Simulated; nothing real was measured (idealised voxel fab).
The name of this process module is voxel tone inversion.
Cross-section cut spans 250 nm and uses square cells 5 nm in size.
Just so we're on the same page, the cross-sections are grids of square cells, and they're listed out in bands top to bottom, each band one or more rows deep.
Each band's line starts with the height of the band's top and of its bottom, in nm. Then come its materials from left to right, each with its width in nm. One material with "throughout" fills the band from edge to edge. "empty" is empty space.
Heads up on the height convention: 0 is the point under which the incoming wafer is all one material, and the lowest band has no bottom, it just keeps going down, like "from 0 down".
Note: "30..40" means the width goes from the first number (top row of the band) to the second number (bottom row) in equal steps per row of cells.
Basically "remains unaltered" means that step didn't change any cell in the cross-section.
"Enclosed cavity list" enumerates empty spaces isolated from the top, with no open way to it, that contain at least 8 cells, giving each as width x height at distance from the left edge, all three in nm.
If you see something after the settings on a step's line, that's the simulator's own remark about that step.
Each step line may optionally specify "overlay nm", which for a step with a mask gives the rightward distance between the mask's planned place and where it lay, a negative value indicating the leftward direction.

# Steps in the process plan
- 1: RECEIVE [material Si]
- 2: CONFORMAL_DEP [material SiCN] [thk nm 5]
- 3: DIRECTIONAL_DEP [material polySi] [thk nm 20]
- 4: PATTERN [tone cover] [mask id POSTS] [material resist] [width nm 25] [pitch nm 50] [thk nm 25] [overlay nm 0]
- 5: DIRECTIONAL_ETCH [etch materials polySi] [depth nm 20]
- 6: STRIP [etch materials resist]
- 7: FILL_DEP [material lowk] [thk nm 5]
- 8: CMP [height nm 25]
- 9: STRIP [etch materials polySi]
- 10: CONFORMAL_DEP [material TiN] [thk nm 5]
- 11: FILL_DEP [material Ru] [thk nm 5]
- 12: CMP [height nm 25]
- 13: CONFORMAL_DEP [material SiCN] [thk nm 5]

# Incoming wafer, cross-sectional view, post step 1
* from 0 down = Si throughout
* Enclosed cavity list: none

# End state of the module in cross-section, given the above starting point and plan and one mistake in execution
* from 30 to 25 = SiCN throughout
* from 25 to 5 = lowk throughout
* from 5 to 0 = SiCN throughout
* from 0 down = Si throughout
* Enclosed cavity list: none
Heads up, the wafer didn't run the way we planned it: step 3 ran with different settings than intended, the actual operation and settings being DIRECTIONAL_DEP [material lowk] [thk nm 20]
